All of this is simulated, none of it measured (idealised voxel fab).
process module | voxel capacitor over wiring
cross-section cut | 195 nm wide | cells 5 nm
A cross-section is a grid of square cells, given in bands from the top down. A band is one or more rows of cells.
Each band's line starts with the height of the band's top and of its bottom, in nm. Then come its materials from left to right, each with its width in nm. One material with "throughout" fills the band from edge to edge. "air" is empty space.
Height 0 is the level under which the wafer as received is all one material. The lowest band goes on downwards, as in "0 down".
A width such as "30 to 40" changes by the same amount from each row of cells to the next, from the band's top row to its bottom row.
"no change" after a step means that no cell of the cross-section changed.
closed voids: empty space of 8 cells or more with no open way to the top, each as width x height at its distance from the left edge, in nm
after a step's settings: what the simulator itself notes on the step
overlay nm, on a step with a mask: how far to the right of its planned place the mask lay; to the left if negative
plan
1 op RECEIVE | material Si
2 op CONFORMAL_DEP | material SiO2 | thk nm 10
3 op DIRECTIONAL_DEP | material TiN | thk nm 5
4 op DIRECTIONAL_DEP | material W | thk nm 25
5 op PATTERN | tone cover | mask id METAL_1 | material resist | width nm 25 | pitch nm 90 | thk nm 15 | overlay nm 0
6 op DIRECTIONAL_ETCH | etch materials W | depth nm 25
7 op DIRECTIONAL_ETCH | etch materials TiN | depth nm 5
8 op STRIP | etch materials resist
9 op CONFORMAL_DEP | material SiN | thk nm 5
10 op FILL_DEP | material SiO2 | thk nm 5
11 op CMP | height nm 40
12 op CONFORMAL_DEP | material SiCN | thk nm 5
13 op DIRECTIONAL_DEP | material SiO2 | thk nm 20
14 op DIRECTIONAL_DEP | material aC | thk nm 15
15 op PATTERN | tone open | mask id PLUG_1 | material resist | width nm 15 | thk nm 35 | overlay nm 0
16 op DIRECTIONAL_ETCH | etch materials aC | depth nm 15
17 op STRIP | etch materials resist
18 op DIRECTIONAL_ETCH | etch materials SiO2 | depth nm 20
19 op DIRECTIONAL_ETCH | etch materials SiCN | depth nm 5
20 op STRIP | etch materials aC
21 op EPI | material Ru | thk nm 10
22 op EPI | material Ru | thk nm 10
23 op EPI | material Ru | thk nm 5
24 op DIRECTIONAL_DEP | material TiN | thk nm 5
25 op DIRECTIONAL_DEP | material Al2O3 | thk nm 5
26 op DIRECTIONAL_DEP | material TiN | thk nm 10
27 op MASKED_ETCH | tone cover | mask id UPPER_PLATE | width nm 70 | etch materials TiN | depth nm 10 | overlay nm 0
28 op MASKED_ETCH | tone cover | mask id UPPER_PLATE | width nm 70 | etch materials Al2O3 | depth nm 5 | overlay nm 0
29 op MASKED_ETCH | tone cover | mask id LOWER_PLATE | width nm 80 | etch materials TiN | depth nm 5 | overlay nm 0
30 op FILL_DEP | material SiO2 | thk nm 20
31 op CMP | height nm 100
32 op MASKED_ETCH | tone open | mask id PLUG_2 | width nm 15 | etch materials SiO2 | depth nm 15 | overlay nm 0
33 op CONFORMAL_DEP | material TiN | thk nm 5
34 op FILL_DEP | material Ru | thk nm 5
35 op CMP | height nm 100
36 op CONFORMAL_DEP | material SiCN | thk nm 5
as received, after step 1
  0 down: Si throughout
  closed voids: none
a wafer at the end: this start, this plan, one mistake
  105 to 100: SiCN throughout
  100 to 90: SiO2 60 | TiN 5 | Ru 5 | TiN 5 | SiO2 120
  90 to 85: SiO2 60 | TiN 15 | SiO2 120
  85 to 75: SiO2 50 | TiN 70 | SiO2 75
  75 to 70: SiO2 50 | Al2O3 70 | SiO2 75
  70 to 65: SiO2 45 | TiN 80 | SiO2 70
  65 to 45: SiO2 50 | Ru 15 | SiO2 130
  45 to 40: SiCN 50 | Ru 15 | SiCN 130
  40 to 35: SiN 40 | TiN 25 | SiN 65 | TiN 25 | SiN 40
  35 to 10: W throughout
  10 to 0: SiO2 throughout
  0 down: Si throughout
  closed voids: none
what went wrong: steps 3 and 4 were swapped
